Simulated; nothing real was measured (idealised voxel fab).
process module | voxel self aligned contacts
cross-section cut | 185 nm wide | cells 5 nm
A cross-section is a grid of square cells, given in bands from the top down. A band is one or more rows of cells.
Each band's line starts with the height of the band's top and of its bottom, in nm. Then come its materials from left to right, each with its width in nm. One material with "throughout" fills the band from edge to edge. "air" is empty space.
Height 0 is the level under which the wafer as received is all one material. The lowest band goes on downwards, as in "0 down".
A width such as "30 to 40" changes by the same amount from each row of cells to the next, from the band's top row to its bottom row.
"no change" after a step means that no cell of the cross-section changed.
closed voids: empty space of 8 cells or more with no open way to the top, each as width x height at its distance from the left edge, in nm
after a step's settings: what the simulator itself notes on the step
overlay nm, on a step with a mask: how far to the right of its planned place the mask lay; to the left if negative
plan
1 op RECEIVE | material Si
2 op CONFORMAL_DEP | material SiO2 | thk nm 5
3 op DIRECTIONAL_DEP | material polySi | thk nm 20
4 op DIRECTIONAL_DEP | material SiN | thk nm 15
5 op PATTERN | tone cover | mask id GATE | material resist | width nm 30 | pitch nm 60 | thk nm 15 | overlay nm 0
6 op DIRECTIONAL_ETCH | etch materials SiN | depth nm 15
7 op DIRECTIONAL_ETCH | etch materials polySi | depth nm 20
8 op STRIP | etch materials resist
9 op CONFORMAL_DEP | material SiN | thk nm 5
10 op DIRECTIONAL_ETCH | etch materials SiN | depth nm 5
11 op FILL_DEP | material SiO2 | thk nm 15
12 op CMP | height nm 45
13 op MASKED_ETCH | tone open | mask id CONTACT | width nm 40 | pitch nm 60 | etch materials SiO2 | depth nm 45 | overlay nm 0
14 op CONFORMAL_DEP | material TiN | thk nm 5
15 op FILL_DEP | material W | thk nm 5
16 op CMP | height nm 35
17 op CONFORMAL_DEP | material SiCN | thk nm 5
varied across the wafers: height nm of step 16. The plan shows the first wafer's value. All wafers start alike
first wafer as received, after step 1
  0 down: Si throughout
  closed voids: none
first wafer at the end, after step 17
  40 to 35: SiCN throughout
  35 to 25: SiO2 10 | SiN 40 | TiN 5 | W 10 | TiN 5 | SiN 40 | TiN 5 | W 10 | TiN 5 | SiN 40 | SiO2 15
  25 to 5: SiO2 10 | SiN 5 | polySi 30 | SiN 5 | TiN 5 | W 10 | TiN 5 | SiN 5 | polySi 30 | SiN 5 | TiN 5 | W 10 | TiN 5 | SiN 5 | polySi 30 | SiN 5 | SiO2 15
  5 to 0: SiO2 50 | TiN 20 | SiO2 40 | TiN 20 | SiO2 55
  0 down: Si throughout
  closed voids: none
last wafer at the end
  60 to 55: SiCN throughout
  55 to 50: W throughout
  50 to 45: TiN 45 | W 30 | TiN 30 | W 30 | TiN 50
  45 to 40: SiO2 40 | TiN 15 | W 10 | TiN 15 | SiO2 20 | TiN 15 | W 10 | TiN 15 | SiO2 45
  40 to 25: SiO2 10 | SiN 40 | TiN 5 | W 10 | TiN 5 | SiN 40 | TiN 5 | W 10 | TiN 5 | SiN 40 | SiO2 15
  25 to 5: SiO2 10 | SiN 5 | polySi 30 | SiN 5 | TiN 5 | W 10 | TiN 5 | SiN 5 | polySi 30 | SiN 5 | TiN 5 | W 10 | TiN 5 | SiN 5 | polySi 30 | SiN 5 | SiO2 15
  5 to 0: SiO2 50 | TiN 20 | SiO2 40 | TiN 20 | SiO2 55
  0 down: Si throughout
  closed voids: none
each wafer at the end: cells of each material gained (+) or lost (-) since it was received, then its closed voids
height nm 35 | +37 SiCN | +72 SiN | +59 SiO2 | +32 TiN | +24 W | +72 polySi | closed voids: none
height nm 40 | +37 SiCN | +96 SiN | +64 SiO2 | +36 TiN | +28 W | +72 polySi | closed voids: none
height nm 45 | +37 SiCN | +96 SiN | +85 SiO2 | +48 TiN | +32 W | +72 polySi | closed voids: none
height nm 50 | +37 SiCN | +96 SiN | +85 SiO2 | +73 TiN | +44 W | +72 polySi | closed voids: none
height nm 55 | +37 SiCN | +96 SiN | +85 SiO2 | +73 TiN | +81 W | +72 polySi | closed voids: none
